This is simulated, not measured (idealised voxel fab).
The name of this process module is voxel quadruple lines.
Cross-section cut spans 290 nm and uses square cells 5 nm in size.
Cross-section layout: square cells on a grid; listed as bands, top to bottom; a band spans one or more cell rows. For a band, the entry starts with two heights in nm, that of the top and then that of the bottom, and carries on with the band's materials in order from left to right, each alongside its width in nm; the word "all across" beside a single material means it fills the band edge to edge, and "empty" means empty space. A quick word on heights: they are counted from 0, and under that level the wafer as it came to us is one material throughout. The lowest band is different from the rest in having no bottom; it simply continues downward, written as in "top 0, no bottom". A width such as "30->40" changes by the same amount from each row of cells to the next, from the band's top row to its bottom row. The cross-section has no changed cell in any step marked "all unchanged". The entry "Closed void entries" lists the empty spaces that cover at least 8 cells and have no open path to the top. Each is written as width x height at distance, where the distance is measured from the left edge and all three values are in nm. On a step's line, text after the settings is the simulator commenting on that step. overlay nm: on a step with a mask, how far right of its planned place the mask lay; negative means left.

## Steps planned for the process
- 1: RECEIVE | material Si
- 2: CONFORMAL_DEP | material SiO2 | thk nm 10
- 3: DIRECTIONAL_DEP | material W | thk nm 10
- 4: DIRECTIONAL_DEP | material polySi | thk nm 15
- 5: DIRECTIONAL_DEP | material aC | thk nm 25
- 6: PATTERN | tone cover | mask id MANDREL | material resist | width nm 30 | thk nm 30 | overlay nm 0
- 7: DIRECTIONAL_ETCH | etch materials aC | depth nm 25
- 8: STRIP | etch materials resist
- 9: CONFORMAL_DEP | material SiO2 | thk nm 10
- 10: DIRECTIONAL_ETCH | etch materials SiO2 | depth nm 10
- 11: STRIP | etch materials aC
- 12: DIRECTIONAL_ETCH | etch materials polySi | depth nm 15
- 13: STRIP | etch materials SiO2
- 14: CONFORMAL_DEP | material SiCN | thk nm 10
- 15: DIRECTIONAL_ETCH | etch materials SiCN | depth nm 10
- 16: STRIP | etch materials polySi
- 17: DIRECTIONAL_ETCH | etch materials W | depth nm 10
- 18: STRIP | etch materials SiCN

## Cross-sectional view of the wafer in its as-received condition, corresponding to the state after step 1
    top 0, no bottom: Si all across
    Closed void entries: none

## Cross-sectional image of the first of two wafers at the end of the module, the run having proceeded as planned
    top 20, bottom 10: empty 110  W 10  empty 10  W 10  empty 10  W 10  empty 10  W 10  empty 110
    top 10, bottom 0: SiO2 all across
    top 0, no bottom: Si all across
    Closed void entries: none

## Cross-sectional image of the second wafer of the two following completion of the module. Starting state and process plan were the same as for the first wafer; one execution error occurred
    top 20, bottom 10: empty 115  W 10  empty 10  W 10  empty 5  W 10  empty 10  W 10  empty 110
    top 10, bottom 0: SiO2 all across
    top 0, no bottom: Si all across
    Closed void entries: none
Want to know what went wrong? for step 6, the planned setting was not used; the step was instead run as PATTERN | tone cover | mask id MANDREL | material resist | width nm 25 | thk nm 30 | overlay nm 0
Tallied in cells, the final second wafer holds each material in the same quantity as the first, although not at the same places.
